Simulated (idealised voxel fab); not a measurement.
process module | voxel self aligned vias
cross-section cut | 155 nm wide | cells 5 nm
A cross-section is a grid of square cells, given in bands from the top down. A band is one or more rows of cells.
Each band's line starts with the height of the band's top and of its bottom, in nm. Then come its materials from left to right, each with its width in nm. One material with "throughout" fills the band from edge to edge. "air" is empty space.
Height 0 is the level under which the wafer as received is all one material. The lowest band goes on downwards, as in "0 down".
A width such as "30 to 40" changes by the same amount from each row of cells to the next, from the band's top row to its bottom row.
"no change" after a step means that no cell of the cross-section changed.
closed voids: empty space of 8 cells or more with no open way to the top, each as width x height at its distance from the left edge, in nm
after a step's settings: what the simulator itself notes on the step
overlay nm, on a step with a mask: how far to the right of its planned place the mask lay; to the left if negative
plan
1 op RECEIVE | material Si
2 op CONFORMAL_DEP | material SiO2 | thk nm 10
3 op CONFORMAL_DEP | material SiCN | thk nm 5
4 op DIRECTIONAL_DEP | material lowk | thk nm 25
5 op DIRECTIONAL_DEP | material aC | thk nm 15
6 op PATTERN | tone open | mask id LINES | material resist | width nm 20 | pitch nm 70 | thk nm 35 | overlay nm 0
7 op DIRECTIONAL_ETCH | etch materials aC | depth nm 15
8 op STRIP | etch materials resist
9 op DIRECTIONAL_ETCH | etch materials lowk | depth nm 25
10 op STRIP | etch materials aC
11 op CONFORMAL_DEP | material TiN | thk nm 5
12 op FILL_DEP | material Ru | thk nm 5
13 op CMP | height nm 40
14 op SELECTIVE_ETCH | etch materials W Ru TiN | depth nm 5
15 op FILL_DEP | material SiN | thk nm 10
16 op CMP | height nm 40
17 op DIRECTIONAL_DEP | material lowk | thk nm 15
18 op MASKED_ETCH | tone open | mask id VIAS | width nm 40 | etch materials lowk | depth nm 15 | overlay nm 0
19 op MASKED_ETCH | tone open | mask id VIAS | width nm 40 | etch materials SiN | depth nm 5 | overlay nm 0
20 op CONFORMAL_DEP | material TiN | thk nm 5
21 op FILL_DEP | material Cu | thk nm 10
22 op CMP | height nm 55
23 op CONFORMAL_DEP | material SiN | thk nm 5
as received, after step 1
  0 down: Si throughout
  closed voids: none
a wafer at the end: this start, this plan, one mistake
  60 to 55: SiN throughout
  55 to 50: TiN 25 | Cu 30 | TiN 100
  50 to 40: lowk 20 | TiN 5 | Cu 30 | TiN 5 | lowk 95
  40 to 35: lowk 20 | TiN 40 | lowk 40 | SiN 20 | lowk 35
  35 to 20: lowk 30 | TiN 5 | Ru 10 | TiN 5 | lowk 50 | TiN 5 | Ru 10 | TiN 5 | lowk 35
  20 to 15: lowk 30 | TiN 20 | lowk 50 | TiN 20 | lowk 35
  15 to 10: SiCN throughout
  10 to 0: SiO2 throughout
  0 down: Si throughout
  closed voids: none
what went wrong: step 17 ran as: op DIRECTIONAL_DEP | material lowk | thk nm 10
